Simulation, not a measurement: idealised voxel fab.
Module name: voxel gate over fins (process module)
Square cells of 5 nm make up the cross-section cut, whose width is 275 nm.
Cross-sections here: square-cell grids, written as top-down lists of bands, a band being one or more rows of cells.
What a band's entry tells you: where the top is and where the bottom is, as heights in nm, and after that what lies inside, material by material from left to right, each with its width in nm. Empty space is written as the word "empty", and a single material marked with the word "throughout" occupies the band from edge to edge.
A quick word on heights: they are counted from 0, and under that level the wafer as it came to us is one material throughout. The lowest band is different from the rest in having no bottom; it simply continues downward, written as in "0 and below".
You'd read "30->40" like this: the band's top row of cells is as wide as the first number, its bottom row is as wide as the second, and going down, every row changes width by the same amount as the row before did.
A step reported as "no change" is a step in which no cell of the cross-section changed.
For the entry "closed voids", the listed items are empty spaces with no open way to the top whose size is 8 cells or more; each item follows the pattern width x height at distance, where distance is from the left edge and all three are in nm.
after a step's settings: what the simulator itself notes on the step
overlay nm: mask right of planned place by this much (step with mask). Neg. = left.
## Process steps foreseen in the plan
- 1: op RECEIVE | material Si
- 2: op CONFORMAL_DEP | material SiN | thk nm 5
- 3: op MASKED_ETCH | tone cover | mask id FINS | width nm 15 | pitch nm 40 | etch materials SiN | depth nm 10 | overlay nm 0
- 4: op MASKED_ETCH | tone cover | mask id FINS | width nm 15 | pitch nm 40 | etch materials Si | depth nm 30 | overlay nm 0
- 5: op OXIDIZE | depth nm 5
- 6: op FILL_DEP | material SiO2 | thk nm 10
- 7: op CMP | height nm 10
- 8: op SELECTIVE_ETCH | etch materials SiO2 | depth nm 25
- 9: op STRIP | etch materials SiN
- 10: op CONFORMAL_DEP | material HfO2 | thk nm 5
- 11: op CONFORMAL_DEP | material TiN | thk nm 5
- 12: op FILL_DEP | material W | thk nm 10
- 13: op CMP | height nm 15
- 14: op CONFORMAL_DEP | material SiCN | thk nm 10
The wafers in this document start out alike and differ in the thk nm applied at step 2; the plan shows the value used for the first wafer.
## The first of several wafers as received, shown in cross-section; this is its state after step 1
	0 and below: Si throughout
	closed voids: none
## Cross-section of the first of several wafers, taken after step 14, where the module ends
	25 down to 15: SiCN throughout
	15 down to 10: W throughout
	10 down to 5: W 105 nm, then TiN 25 nm, then W 15 nm, then TiN 25 nm, then W 105 nm
	5 down to 0: W 105 nm, then TiN 5 nm, then HfO2 15 nm, then TiN 5 nm, then W 15 nm, then TiN 5 nm, then HfO2 15 nm, then TiN 5 nm, then W 105 nm
	0 down to -5: W 105 nm, then TiN 5 nm, then HfO2 5 nm, then Si 5 nm, then HfO2 5 nm, then TiN 5 nm, then W 15 nm, then TiN 5 nm, then HfO2 5 nm, then Si 5 nm, then HfO2 5 nm, then TiN 5 nm, then W 105 nm
	-5 down to -10: TiN 110 nm, then HfO2 5 nm, then Si 5 nm, then HfO2 5 nm, then TiN 25 nm, then HfO2 5 nm, then Si 5 nm, then HfO2 5 nm, then TiN 110 nm
	-10 down to -15: HfO2 115 nm, then Si 5 nm, then HfO2 35 nm, then Si 5 nm, then HfO2 115 nm
	-15 down to -35: SiO2 115 nm, then Si 5 nm, then SiO2 35 nm, then Si 5 nm, then SiO2 115 nm
	-35 and below: Si throughout
	closed voids: none
## Here's the last wafer cross-sectioned at the end of the module
	25 down to 15: SiCN throughout
	15 down to 10: W throughout
	10 down to 5: TiN throughout
	5 down to 0: HfO2 throughout
	0 and below: Si throughout
	closed voids: none
## The table below has one row for each wafer; a row shows, as of the end of the module, how many cells of each material the wafer has gained, marked (+), or lost, marked (-), since it was received, and then the wafer's closed voids
thk nm 5 | +67 HfO2 | -371 Si | +110 SiCN | +212 SiO2 | +67 TiN | +190 W | closed voids: none
thk nm 10 | +67 HfO2 | -371 Si | +110 SiCN | +212 SiO2 | +67 TiN | +190 W | closed voids: none
thk nm 15 | +55 HfO2 | +110 SiCN | +55 TiN | +55 W | closed voids: none
thk nm 20 | +55 HfO2 | +110 SiCN | +55 TiN | +55 W | closed voids: none
thk nm 25 | +55 HfO2 | +110 SiCN | +55 TiN | +55 W | closed voids: none
